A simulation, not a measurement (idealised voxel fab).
process module | voxel self aligned vias
cross-section cut | 200 nm wide | cells 5 nm
A cross-section is a grid of square cells, given in bands from the top down. A band is one or more rows of cells.
Each band's line starts with the height of the band's top and of its bottom, in nm. Then come its materials from left to right, each with its width in nm. One material with "throughout" fills the band from edge to edge. "air" is empty space.
Height 0 is the level under which the wafer as received is all one material. The lowest band goes on downwards, as in "0 down".
A width such as "30 to 40" changes by the same amount from each row of cells to the next, from the band's top row to its bottom row.
"no change" after a step means that no cell of the cross-section changed.
closed voids: empty space of 8 cells or more with no open way to the top, each as width x height at its distance from the left edge, in nm
after a step's settings: what the simulator itself notes on the step
overlay nm, on a step with a mask: how far to the right of its planned place the mask lay; to the left if negative
plan
1 op RECEIVE | material Si
2 op CONFORMAL_DEP | material SiO2 | thk nm 15
3 op CONFORMAL_DEP | material SiCN | thk nm 5
4 op DIRECTIONAL_DEP | material SiO2 | thk nm 20
5 op DIRECTIONAL_DEP | material aC | thk nm 10
6 op PATTERN | tone open | mask id LINES | material resist | width nm 20 | pitch nm 65 | thk nm 25 | overlay nm 0
7 op DIRECTIONAL_ETCH | etch materials aC | depth nm 10
8 op STRIP | etch materials resist
9 op DIRECTIONAL_ETCH | etch materials SiO2 | depth nm 20
10 op STRIP | etch materials aC
11 op CONFORMAL_DEP | material TiN | thk nm 5
12 op FILL_DEP | material Ru | thk nm 5
13 op CMP | height nm 40
14 op SELECTIVE_ETCH | etch materials W Ru TiN | depth nm 10
15 op FILL_DEP | material SiN | thk nm 5
16 op CMP | height nm 40
17 op DIRECTIONAL_DEP | material SiO2 | thk nm 20
18 op PATTERN | tone open | mask id VIAS | material resist | width nm 40 | pitch nm 65 | thk nm 20 | overlay nm 0
19 op DIRECTIONAL_ETCH | etch materials SiO2 | depth nm 20
20 op DIRECTIONAL_ETCH | etch materials SiN | depth nm 10
21 op STRIP | etch materials resist
22 op CONFORMAL_DEP | material TiN | thk nm 5
23 op FILL_DEP | material W | thk nm 10
24 op CMP | height nm 60
25 op CONFORMAL_DEP | material SiN | thk nm 5
as received, after step 1
  0 down: Si throughout
  closed voids: none
first wafer at the end, as planned
  65 to 60: SiN throughout
  60 to 45: SiO2 45 | TiN 5 | W 30 | TiN 5 | SiO2 25 | TiN 5 | W 30 | TiN 5 | SiO2 50
  45 to 35: SiO2 45 to 55 | TiN 15 to 5 | W 10 | TiN 15 to 5 | SiO2 25 to 45 | TiN 15 to 5 | W 10 | TiN 15 to 5 | SiO2 50 to 60
  35 to 30: SiO2 55 | TiN 20 | SiO2 45 | TiN 20 | SiO2 60
  30 to 25: SiO2 55 | TiN 5 | Ru 10 | TiN 5 | SiO2 45 | TiN 5 | Ru 10 | TiN 5 | SiO2 60
  25 to 20: SiO2 55 | TiN 20 | SiO2 45 | TiN 20 | SiO2 60
  20 to 15: SiCN throughout
  15 to 0: SiO2 throughout
  0 down: Si throughout
  closed voids: none
second wafer at the end: like start, like plan, one mistake
  80 to 75: SiN throughout
  75 to 65: W throughout
  65 to 60: TiN 50 | W 30 | TiN 35 | W 30 | TiN 55
  60 to 45: SiO2 45 | TiN 5 | W 30 | TiN 5 | SiO2 25 | TiN 5 | W 30 | TiN 5 | SiO2 50
  45 to 35: SiO2 45 to 55 | TiN 15 to 5 | W 10 | TiN 15 to 5 | SiO2 25 to 45 | TiN 15 to 5 | W 10 | TiN 15 to 5 | SiO2 50 to 60
  35 to 30: SiO2 55 | TiN 20 | SiO2 45 | TiN 20 | SiO2 60
  30 to 25: SiO2 55 | TiN 5 | Ru 10 | TiN 5 | SiO2 45 | TiN 5 | Ru 10 | TiN 5 | SiO2 60
  25 to 20: SiO2 55 | TiN 20 | SiO2 45 | TiN 20 | SiO2 60
  20 to 15: SiCN throughout
  15 to 0: SiO2 throughout
  0 down: Si throughout
  closed voids: none
what went wrong: step 24 was left out
at the end the second wafer has, in cells: 28 more of TiN | 92 more of W
